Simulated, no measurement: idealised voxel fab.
Process module, titled voxel plated lines
This is section cut - it's 270 nm across, gridded in 5 nm square cells.
Just so we're on the same page, the cross-sections are grids of square cells, and they're listed out in bands top to bottom, each band one or more rows deep.
This entry defines a band. It first specifies the height of the band's top and the height of its bottom in nm, and then specifies the band's materials from left to right, stating each material with its width in nm. The word "full width" identifies a single material that fills the band from edge to edge, while the word "empty" identifies empty space.
Below 0: as-received wafer, all one material; heights counted from there. Lowest band: no bottom, goes on down, written "top 0, no bottom".
The notation "30->40" denotes a width that varies across the rows of cells in the band, beginning at the first number in the top row, finishing at the second number in the bottom row, and changing by an identical amount from each row to the next.
"nothing altered" (step): cross-section cells unchanged, all of them.
"Closed void roster" lists enclosed empty spaces (at least 8 cells, no open path upward to the top), each as width x height at distance from the left edge, in nm.
Text after the settings on a step's line: the simulator's own remark on that step.
overlay nm: mask right of planned place by this much (step with mask). Neg. = left.
THE FOLLOWING LIST GIVES THE PLANNED PROCESS STEPS
1. RECEIVE (material Si)
2. CONFORMAL_DEP (material Al2O3; thk nm 15)
3. DIRECTIONAL_DEP (material TiN; thk nm 5)
4. PATTERN (tone open; mask id LINES; material resist; width nm 15; pitch nm 35; thk nm 30; overlay nm 0)
5. EPI (material Ru; thk nm 10)
6. EPI (material Ru; thk nm 5)
7. STRIP (etch materials resist)
8. DIRECTIONAL_ETCH (etch materials TiN; depth nm 5)
9. CONFORMAL_DEP (material SiO2; thk nm 5)
CROSS-SECTION OF THE WAFER AS IT CAME TO US, I.E., ALREADY THROUGH STEP 1
> top 0, no bottom  Si full width
> Closed void roster: none
FINAL WAFER PROFILE IN CROSS-SECTION AFTER THE MODULE, FROM THE SAME START AND PLAN AS ABOVE, WITH ONE MISTAKE MADE DURING PROCESSING
> top 40, bottom 35  SiO2 115 nm | empty 5 nm | SiO2 30 nm | empty 5 nm | SiO2 115 nm
> top 35, bottom 20  Ru 110 nm | SiO2 5 nm | empty 5 nm | SiO2 5 nm | Ru 20 nm | SiO2 5 nm | empty 5 nm | SiO2 5 nm | Ru 110 nm
> top 20, bottom 15  TiN 110 nm | SiO2 15 nm | TiN 20 nm | SiO2 15 nm | TiN 110 nm
> top 15, bottom 0  Al2O3 full width
> top 0, no bottom  Si full width
> Closed void roster: none
In executing the process, a mistake was made relative to the plan: step 4, actual vs plan mismatch, actual run PATTERN (tone cover; mask id LINES; material resist; width nm 15; pitch nm 35; thk nm 30; overlay nm 0)
